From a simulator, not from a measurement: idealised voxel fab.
This section sets out a process module, namely voxel self aligned contacts.
Section cut is 170 nm wide and gridded with 5 nm square cells.
Throughout this document, each cross-section is represented as a grid of square cells and is presented as a sequence of bands enumerated from the top downward, where a band comprises one or more rows of cells.
This entry defines a band. It first specifies the height of the band's top and the height of its bottom in nm, and then specifies the band's materials from left to right, stating each material with its width in nm. The word "full width" identifies a single material that fills the band from edge to edge, while the word "blank" identifies empty space.
Height 0 is the level under which the wafer as received is all one material. The lowest band goes on downwards, as in "0..down".
Read "30..40" as a graded width: first number on top, second number at the bottom, same change between each pair of neighbouring rows.
The designation "no alteration", where it is given for a processing step, indicates that no cell of the cross-section was altered in the course of that step.
For the entry "Enclosed void catalog", the listed items are empty spaces with no open way to the top whose size is 8 cells or more; each item follows the pattern width x height at distance, where distance is from the left edge and all three are in nm.
after a step's settings: what the simulator itself notes on the step
overlay nm: step with mask; distance mask lay right of planned place; negative value = left of planned place.

### Process steps foreseen in the plan
1 RECEIVE | material Si
2 CONFORMAL_DEP | material SiO2 | thk nm 5
3 DIRECTIONAL_DEP | material polySi | thk nm 30
4 DIRECTIONAL_DEP | material SiN | thk nm 25
5 MASKED_ETCH | tone cover | mask id GATE | width nm 30 | pitch nm 70 | etch materials SiN | depth nm 25 | overlay nm 0
6 MASKED_ETCH | tone cover | mask id GATE | width nm 30 | pitch nm 70 | etch materials polySi | depth nm 30 | overlay nm 0
7 CONFORMAL_DEP | material SiN | thk nm 10
8 DIRECTIONAL_ETCH | etch materials SiN | depth nm 10
9 FILL_DEP | material SiO2 | thk nm 10
10 CMP | height nm 65
11 DIRECTIONAL_DEP | material aC | thk nm 15
12 PATTERN | tone open | mask id CONTACT | material resist | width nm 50 | thk nm 35 | overlay nm 0
13 DIRECTIONAL_ETCH | etch materials aC | depth nm 5
14 STRIP | etch materials resist
15 DIRECTIONAL_ETCH | etch materials SiO2 | depth nm 65
16 STRIP | etch materials aC
17 CONFORMAL_DEP | material TiN | thk nm 5
18 FILL_DEP | material W | thk nm 5
19 CMP | height nm 65
20 CONFORMAL_DEP | material SiN | thk nm 5
Every wafer here starts from the same state; it is the step 13 depth nm that distinguishes them, and the value the plan gives belongs to the first wafer.

### Step 1 complete: as-received cross-section of the first of several wafers
	0..down: Si full width
	Enclosed void catalog: none

### For your reference, the table is organized with a row per wafer; each row reflects the wafer at the end of the module, indicating for each material the cells gained (+) or lost (-) since receipt, and thereafter its closed voids
depth nm 5; +182 SiN; +222 SiO2; +72 polySi; Enclosed void catalog: none
depth nm 10; +182 SiN; +222 SiO2; +72 polySi; Enclosed void catalog: none
depth nm 15; +182 SiN; +164 SiO2; +34 TiN; +24 W; +72 polySi; Enclosed void catalog: none
depth nm 20; +182 SiN; +164 SiO2; +34 TiN; +24 W; +72 polySi; Enclosed void catalog: none
depth nm 25; +182 SiN; +164 SiO2; +34 TiN; +24 W; +72 polySi; Enclosed void catalog: none
depth nm 30; +182 SiN; +164 SiO2; +34 TiN; +24 W; +72 polySi; Enclosed void catalog: none
